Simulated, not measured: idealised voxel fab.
process module | voxel released beams
The width of the displayed cross-section, cut, is 175 nm; its cells are square, with a size of 5 nm.
Square cells in a grid make up a cross-section in this document, and the grid is given as bands, listed from the top down, each one or more rows of cells. Top, bottom (nm), then materials left to right with widths (nm); lone material tagged "everywhere" fills the whole band edge to edge; "air" = empty space. Zero point of the height axis is 0; under it, received wafer = one material. Lowest band: continues down indefinitely, "0 nm and below". With a width like "30 to 40", each row of cells in the band differs from the next by the same amount, the top row carrying the first number and the bottom row the second. Where the words "remained the same" appear for a step, the cross-section shows no cell changed by that step; every cell remained as before. Any empty space of 8 cells or more lacking an open way to the top shows up in "Cavities, closed" as width x height at distance, distance from the left edge, in nm. Where a step's line continues beyond its settings, the continuation is a remark by the simulator itself on that step. "overlay nm" answers the question of how far to the right of plan the mask lay on a step that has a mask, and when it is negative the answer is to the left.
Planned process steps
1. RECEIVE | material Si
2. CONFORMAL_DEP | material SiN | thk nm 10
3. DIRECTIONAL_DEP | material SiO2 | thk nm 15
4. PATTERN | tone open | mask id ANCHOR | material resist | width nm 45 | thk nm 20 | overlay nm 0
5. DIRECTIONAL_ETCH | etch materials SiO2 | depth nm 15
6. STRIP | etch materials resist
7. CONFORMAL_DEP | material W | thk nm 15
8. MASKED_ETCH | tone cover | mask id BEAM | width nm 110 | etch materials W | depth nm 15 | overlay nm 0
9. STRIP | etch materials SiO2
First of two wafers: run as planned
As-received wafer cross-section (after step 1)
0 nm and below | Si everywhere
Cavities, closed: none
After step 2
10 nm to 0 nm | SiN everywhere
Everything below 0 is unchanged.
After step 3
25 nm to 10 nm | SiO2 everywhere
Everything below 10 is unchanged.
After step 4
45 nm to 25 nm | resist: 35  air: 45  resist: 95
Everything below 25 is unchanged.
After step 5
45 nm to 25 nm | resist: 35  air: 45  resist: 95
25 nm to 10 nm | SiO2: 35  air: 45  SiO2: 95
Everything below 10 is unchanged.
After step 6
25 nm to 10 nm | SiO2: 35  air: 45  SiO2: 95
Everything below 10 is unchanged.
After step 7
40 nm to 25 nm | W: 50  air: 15  W: 110
25 nm to 10 nm | SiO2: 35  W: 45  SiO2: 95
Everything below 10 is unchanged.
After step 8
40 nm to 25 nm | air: 30  W: 20  air: 15  W: 75  air: 35
Everything below 25 is unchanged.
After step 9
40 nm to 25 nm | air: 30  W: 20  air: 15  W: 75  air: 35
25 nm to 10 nm | air: 35  W: 45  air: 95
Everything below 10 is unchanged.
Wafer two. Identical start, identical plan. One mistake in execution. Identical history through step 7
Second wafer, section view, time point: scheduled end of step 8
40 nm to 25 nm | air: 35  W: 15  air: 15  W: 70  air: 40
Everything below 25 is unchanged.
Second wafer, section view, time point: scheduled end of step 9
40 nm to 25 nm | air: 35  W: 15  air: 15  W: 70  air: 40
25 nm to 10 nm | air: 35  W: 45  air: 95
Everything below 10 is unchanged.
What was the processing mistake? step 8 was processed under conditions differing from the plan, specifically as MASKED_ETCH | tone cover | mask id BEAM | width nm 100 | etch materials W | depth nm 15 | overlay nm 0
Final wafer comparison in cells, second versus first, more or fewer per material: -6 W
